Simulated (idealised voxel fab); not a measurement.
process module | voxel capacitor over wiring
cross-section cut | 225 nm wide | cells 5 nm
A cross-section is a grid of square cells, given in bands from the top down. A band is one or more rows of cells.
Each band's line starts with the height of the band's top and of its bottom, in nm. Then come its materials from left to right, each with its width in nm. One material with "throughout" fills the band from edge to edge. "air" is empty space.
Height 0 is the level under which the wafer as received is all one material. The lowest band goes on downwards, as in "0 down".
A width such as "30 to 40" changes by the same amount from each row of cells to the next, from the band's top row to its bottom row.
"no change" after a step means that no cell of the cross-section changed.
closed voids: empty space of 8 cells or more with no open way to the top, each as width x height at its distance from the left edge, in nm
after a step's settings: what the simulator itself notes on the step
overlay nm, on a step with a mask: how far to the right of its planned place the mask lay; to the left if negative
plan
1 op RECEIVE | material Si
2 op CONFORMAL_DEP | material SiO2 | thk nm 10
3 op DIRECTIONAL_DEP | material TiN | thk nm 5
4 op DIRECTIONAL_DEP | material Ru | thk nm 20
5 op PATTERN | tone cover | mask id METAL_1 | material resist | width nm 25 | pitch nm 85 | thk nm 15 | overlay nm 0
6 op DIRECTIONAL_ETCH | etch materials Ru | depth nm 20
7 op DIRECTIONAL_ETCH | etch materials TiN | depth nm 5
8 op STRIP | etch materials resist
9 op CONFORMAL_DEP | material SiN | thk nm 5
10 op FILL_DEP | material SiO2 | thk nm 5
11 op CMP | height nm 35
12 op CONFORMAL_DEP | material SiCN | thk nm 5
13 op DIRECTIONAL_DEP | material lowk | thk nm 20
14 op DIRECTIONAL_DEP | material aC | thk nm 15
15 op PATTERN | tone open | mask id PLUG_1 | material resist | width nm 15 | thk nm 30 | overlay nm 0
16 op DIRECTIONAL_ETCH | etch materials aC | depth nm 15
17 op STRIP | etch materials resist
18 op DIRECTIONAL_ETCH | etch materials lowk | depth nm 20
19 op DIRECTIONAL_ETCH | etch materials SiCN | depth nm 5
20 op STRIP | etch materials aC
21 op CONFORMAL_DEP | material TiN | thk nm 5
22 op FILL_DEP | material W | thk nm 5
23 op CMP | height nm 60
24 op DIRECTIONAL_DEP | material TiN | thk nm 10
25 op DIRECTIONAL_DEP | material SiN | thk nm 5
26 op DIRECTIONAL_DEP | material TiN | thk nm 10
27 op MASKED_ETCH | tone cover | mask id UPPER_PLATE | width nm 65 | etch materials TiN | depth nm 5 | overlay nm 0
28 op MASKED_ETCH | tone cover | mask id UPPER_PLATE | width nm 65 | etch materials SiN | depth nm 5 | overlay nm 0
29 op DIRECTIONAL_DEP | material aC | thk nm 15
30 op PATTERN | tone cover | mask id LOWER_PLATE | material resist | width nm 75 | thk nm 30 | overlay nm 0
31 op DIRECTIONAL_ETCH | etch materials aC | depth nm 15
32 op STRIP | etch materials resist
33 op DIRECTIONAL_ETCH | etch materials TiN | depth nm 10
34 op STRIP | etch materials aC
35 op FILL_DEP | material SiO2 | thk nm 15
36 op CMP | height nm 95
37 op PATTERN | tone open | mask id PLUG_2 | material resist | width nm 15 | thk nm 15 | overlay nm 0
38 op DIRECTIONAL_ETCH | etch materials SiO2 | depth nm 10
39 op STRIP | etch materials resist
40 op CONFORMAL_DEP | material TiN | thk nm 5
41 op FILL_DEP | material Cu | thk nm 10
42 op CMP | height nm 95
43 op CONFORMAL_DEP | material SiCN | thk nm 5
varied across the wafers: depth nm of step 27. The plan shows the first wafer's value. All wafers start alike
first wafer as received, after step 1
  0 down: Si throughout
  closed voids: none
each wafer at the end: cells of each material gained (+) or lost (-) since it was received, then its closed voids
depth nm 5 | +1 Cu | +40 Ru | +87 SiCN | +96 SiN | +360 SiO2 | +144 TiN | +4 W | +168 lowk | closed voids: none
depth nm 10 | +1 Cu | +40 Ru | +87 SiCN | +64 SiN | +454 SiO2 | +82 TiN | +4 W | +168 lowk | closed voids: none
depth nm 15 | +1 Cu | +40 Ru | +87 SiCN | +64 SiN | +454 SiO2 | +82 TiN | +4 W | +168 lowk | closed voids: none
depth nm 20 | +1 Cu | +40 Ru | +87 SiCN | +64 SiN | +454 SiO2 | +82 TiN | +4 W | +168 lowk | closed voids: none
depth nm 25 | +1 Cu | +40 Ru | +87 SiCN | +64 SiN | +454 SiO2 | +82 TiN | +4 W | +168 lowk | closed voids: none
